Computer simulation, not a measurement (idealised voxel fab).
The following process module bears the name voxel self aligned contacts.
The cross-section shown here is cut; it is 260 nm wide and divided into square cells measuring 5 nm on a side.
How to read a cross-section here: the picture is a grid of square cells, written as bands going from the top down, and any band can span one or more rows of cells.
Top height, bottom height, nm. Materials left to right, width each, nm. Single material + "everywhere" = fills band edge to edge. "air" = empty.
Heights are reckoned from 0. Under this level, the received wafer is all of one material. The bottommost band is open-ended downward, for example "0..down".
Width "30->40": first value at the band's top row of cells, second value at its bottom row, equal change from row to row.
For the purposes of this document, the phrase "stayed the same" attached to a step denotes that no cell within the cross-section was modified by that step.
Listed in "Entrapped voids": every empty space of 8 or more cells without an open way to the top. Form: width x height at distance, the distance being from the left edge, all in nm.
Anything after a step's settings on that line? It's the simulator's own note about the step.
overlay nm: where the mask lay relative to plan, measured to the right, on steps with a mask; negatives go left.
Listed below are the process steps as planned
1: RECEIVE (material Si)
2: CONFORMAL_DEP (material SiO2; thk nm 5)
3: DIRECTIONAL_DEP (material polySi; thk nm 30)
4: DIRECTIONAL_DEP (material SiN; thk nm 25)
5: MASKED_ETCH (tone cover; mask id GATE; width nm 25; pitch nm 60; etch materials SiN; depth nm 25; overlay nm 0)
6: MASKED_ETCH (tone cover; mask id GATE; width nm 25; pitch nm 60; etch materials polySi; depth nm 30; overlay nm 0)
7: CONFORMAL_DEP (material SiN; thk nm 10)
8: DIRECTIONAL_ETCH (etch materials SiN; depth nm 10)
9: FILL_DEP (material SiO2; thk nm 15)
10: CMP (height nm 65)
11: MASKED_ETCH (tone open; mask id CONTACT; width nm 45; pitch nm 60; etch materials SiO2; depth nm 65; overlay nm 0)
12: CONFORMAL_DEP (material TiN; thk nm 5)
13: FILL_DEP (material W; thk nm 5)
14: CMP (height nm 65)
15: CONFORMAL_DEP (material SiCN; thk nm 5)
As received (post step 1): cross-section
  0..down = Si everywhere
  Entrapped voids: none
Sectioned view, first of two wafers, at the close of the module, processed as intended in the plan
  70..65 = SiCN everywhere
  65..60 = 75 nm SiO2; 20 nm TiN; 5 nm W; 20 nm TiN; 15 nm SiO2; 20 nm TiN; 5 nm W; 20 nm TiN; 80 nm SiO2
  60..35 = 45 nm SiO2; 45 nm SiN; 5 nm TiN; 5 nm W; 5 nm TiN; 45 nm SiN; 5 nm TiN; 5 nm W; 5 nm TiN; 45 nm SiN; 50 nm SiO2
  35..5 = 45 nm SiO2; 10 nm SiN; 25 nm polySi; 10 nm SiN; 5 nm TiN; 5 nm W; 5 nm TiN; 10 nm SiN; 25 nm polySi; 10 nm SiN; 5 nm TiN; 5 nm W; 5 nm TiN; 10 nm SiN; 25 nm polySi; 10 nm SiN; 50 nm SiO2
  5..0 = 90 nm SiO2; 15 nm TiN; 45 nm SiO2; 15 nm TiN; 95 nm SiO2
  0..down = Si everywhere
  Entrapped voids: none
Second of two wafers, module complete, sectioned: it shares the first wafer's start and plan but was run with one mistake
  70..65 = SiCN everywhere
  65..45 = 45 nm SiO2; 45 nm SiN; 5 nm TiN; 5 nm W; 5 nm TiN; 45 nm SiN; 5 nm TiN; 5 nm W; 5 nm TiN; 45 nm SiN; 50 nm SiO2
  45..15 = 45 nm SiO2; 10 nm SiN; 25 nm polySi; 10 nm SiN; 5 nm TiN; 5 nm W; 5 nm TiN; 10 nm SiN; 25 nm polySi; 10 nm SiN; 5 nm TiN; 5 nm W; 5 nm TiN; 10 nm SiN; 25 nm polySi; 10 nm SiN; 50 nm SiO2
  15..5 = 90 nm SiO2; 5 nm TiN; 5 nm W; 5 nm TiN; 45 nm SiO2; 5 nm TiN; 5 nm W; 5 nm TiN; 95 nm SiO2
  5..0 = 90 nm SiO2; 15 nm TiN; 45 nm SiO2; 15 nm TiN; 95 nm SiO2
  0..down = Si everywhere
  Entrapped voids: none
Which mistake was made when the wafer was run? step 2 did not happen as planned, as run it was CONFORMAL_DEP (material SiO2; thk nm 15)
End of process, cell counts, second wafer against first, materials with more or fewer: 27 fewer of SiN; 39 more of SiO2; 12 fewer of TiN
